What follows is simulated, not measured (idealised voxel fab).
You're looking at the process module voxel plated lines.
Each square cell in cross-section cut measures 5 nm, and the section as a whole is 270 nm wide.
Cross-section format: a grid of square cells, given as bands from top to bottom; each band is one or more rows of cells.
What a band's entry tells you: where the top is and where the bottom is, as heights in nm, and after that what lies inside, material by material from left to right, each with its width in nm. Empty space is written as the word "blank", and a single material marked with the word "full width" occupies the band from edge to edge.
Below 0: as-received wafer, all one material; heights counted from there. Lowest band: no bottom, goes on down, written "z 0 and below".
You'd read "30 to 40" like this: the band's top row of cells is as wide as the first number, its bottom row is as wide as the second, and going down, every row changes width by the same amount as the row before did.
"nothing altered" (step): cross-section cells unchanged, all of them.
Under "Fully closed voids" you'll find the enclosed gaps, the ones with no way out to the top, that are 8 cells or bigger; each reads width x height at distance, with distance counted from the left edge, everything in nm.
On a step's line, text after the settings is the simulator commenting on that step.
Each step line may optionally specify "overlay nm", which for a step with a mask gives the rightward distance between the mask's planned place and where it lay, a negative value indicating the leftward direction.

-- Below is the list of planned process steps
step 1: RECEIVE,material Si
step 2: CONFORMAL_DEP,material SiO2,thk nm 10
step 3: DIRECTIONAL_DEP,material TiN,thk nm 5
step 4: PATTERN,tone open,mask id LINES,material resist,width nm 25,pitch nm 40,thk nm 20,overlay nm 0
step 5: EPI,material Ru,thk nm 5
step 6: STRIP,etch materials resist
step 7: DIRECTIONAL_ETCH,etch materials TiN,depth nm 5
step 8: CONFORMAL_DEP,material SiN,thk nm 5

-- Received-state cross-section, reflecting completion of step 1
* z 0 and below  Si full width
* Fully closed voids: none

-- Cross-sectional view of the first of the two wafers upon completion of the module, processed in accordance with the plan
* z 25 to 20  blank=75, SiN=35, blank=5, SiN=35, blank=5, SiN=35, blank=80
* z 20 to 15  blank=75, SiN=5, Ru=25, SiN=5, blank=5, SiN=5, Ru=25, SiN=5, blank=5, SiN=5, Ru=25, SiN=5, blank=80
* z 15 to 10  SiN=80, TiN=25, SiN=15, TiN=25, SiN=15, TiN=25, SiN=85
* z 10 to 0  SiO2 full width
* z 0 and below  Si full width
* Fully closed voids: none

-- This is the second of the two wafers, cross-sectioned at the end of the module; it started exactly like the first and was given the same plan, but it was run with one mistake
* z 25 to 20  SiN=85, blank=15, SiN=25, blank=15, SiN=25, blank=15, SiN=90
* z 20 to 15  Ru=80, SiN=5, blank=15, SiN=5, Ru=15, SiN=5, blank=15, SiN=5, Ru=15, SiN=5, blank=15, SiN=5, Ru=85
* z 15 to 10  TiN=80, SiN=25, TiN=15, SiN=25, TiN=15, SiN=25, TiN=85
* z 10 to 0  SiO2 full width
* z 0 and below  Si full width
* Fully closed voids: none
Plan not followed: note that step 4 departed from the planned setting and was carried out as PATTERN,tone cover,mask id LINES,material resist,width nm 25,pitch nm 40,thk nm 20,overlay nm 0
at the end the second wafer has, in cells: Ru +24, TiN +24
